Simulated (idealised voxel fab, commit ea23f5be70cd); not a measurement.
Module name: voxel capacitor over wiring (process module)
Cross-section cut: width 260 nm, square cells of 5 nm.
Each cross-section below is a grid of square cells, stated as bands in top-down order, with one or more rows of cells making up each band.
Band: top and bottom heights (nm) first, top before bottom; then materials from left to right, widths in nm. "everywhere" marks a sole material filling the band edge to edge. "air" denotes empty space.
Height datum 0, below which the as-received substrate wafer is one material. Lowest band open at the bottom, running downward: "0 and below".
It should be noted that a width expressed as "30..40" varies in equal increments from row to row of cells within the band, taking the value of the first number at the top row and that of the second number at the bottom row.
"remains unaltered", as given for a step, is the statement that not any cell of the cross-section underwent a change during that step.
Enclosed voids (no open way to top), threshold 8 cells or more, entry "Closed void list", notation width x height at distance, distance from left edge, nm.
The remark found on a step's line after its settings is issued by the simulator itself and pertains to that step.
overlay nm: on a step with a mask, how far right of its planned place the mask lay; negative means left.
So here's the lineup of process steps we planned:
- 1: RECEIVE | material Si
- 2: CONFORMAL_DEP | material SiO2 | thk nm 15
- 3: DIRECTIONAL_DEP | material TiN | thk nm 5
- 4: DIRECTIONAL_DEP | material Ru | thk nm 25
- 5: PATTERN | tone cover | mask id METAL_1 | material resist | width nm 25 | pitch nm 95 | thk nm 15 | overlay nm 0
- 6: DIRECTIONAL_ETCH | etch materials Ru | depth nm 25
- 7: DIRECTIONAL_ETCH | etch materials TiN | depth nm 5
- 8: STRIP | etch materials resist
- 9: FILL_DEP | material SiO2 | thk nm 5
- 10: CMP | height nm 45
- 11: CONFORMAL_DEP | material SiCN | thk nm 5
- 12: DIRECTIONAL_DEP | material SiO2 | thk nm 10
- 13: DIRECTIONAL_DEP | material aC | thk nm 10
- 14: PATTERN | tone open | mask id PLUG_1 | material resist | width nm 15 | thk nm 25 | overlay nm 0
- 15: DIRECTIONAL_ETCH | etch materials aC | depth nm 10
- 16: STRIP | etch materials resist
- 17: DIRECTIONAL_ETCH | etch materials SiO2 | depth nm 10
- 18: DIRECTIONAL_ETCH | etch materials SiCN | depth nm 5
- 19: STRIP | etch materials aC
- 20: EPI | material Ru | thk nm 10
- 21: EPI | material Ru | thk nm 5
- 22: DIRECTIONAL_DEP | material TiN | thk nm 5
- 23: DIRECTIONAL_DEP | material Al2O3 | thk nm 5
- 24: DIRECTIONAL_DEP | material TiN | thk nm 5
- 25: MASKED_ETCH | tone cover | mask id UPPER_PLATE | width nm 75 | etch materials TiN | depth nm 5 | overlay nm 0
- 26: MASKED_ETCH | tone cover | mask id UPPER_PLATE | width nm 75 | etch materials Al2O3 | depth nm 5 | overlay nm 0
- 27: DIRECTIONAL_DEP | material aC | thk nm 15
- 28: PATTERN | tone cover | mask id LOWER_PLATE | material resist | width nm 85 | thk nm 30 | overlay nm 0
- 29: DIRECTIONAL_ETCH | etch materials aC | depth nm 15
- 30: STRIP | etch materials resist
- 31: DIRECTIONAL_ETCH | etch materials TiN | depth nm 5
- 32: STRIP | etch materials aC
- 33: FILL_DEP | material SiO2 | thk nm 15
- 34: CMP | height nm 85
- 35: MASKED_ETCH | tone open | mask id PLUG_2 | width nm 15 | etch materials SiO2 | depth nm 10 | overlay nm 0
- 36: CONFORMAL_DEP | material TiN | thk nm 5
- 37: FILL_DEP | material W | thk nm 5
- 38: CMP | height nm 85
- 39: CONFORMAL_DEP | material SiN | thk nm 5
The plan's step 14 width nm is the first wafer's value; the wafers differ in this setting and start identical.
First of several wafers (as received, post step 1), cross-sectional view:
> 0 and below = Si everywhere
> Closed void list: none
The rows of the table below are wafers. Looking at the end of the module, a row counts, for every material, the cells the wafer has gained, shown as (+), or lost, shown as (-), since it was received; its closed voids come next:
width nm 15 | +15 Al2O3 | +59 Ru | +49 SiCN | +52 SiN | +713 SiO2 | +47 TiN | +1 W | Closed void list: none
width nm 20 | +15 Al2O3 | +62 Ru | +48 SiCN | +52 SiN | +711 SiO2 | +47 TiN | +1 W | Closed void list: none
width nm 25 | +15 Al2O3 | +65 Ru | +47 SiCN | +52 SiN | +709 SiO2 | +47 TiN | +1 W | Closed void list: none
width nm 30 | +15 Al2O3 | +68 Ru | +46 SiCN | +52 SiN | +707 SiO2 | +47 TiN | +1 W | Closed void list: none
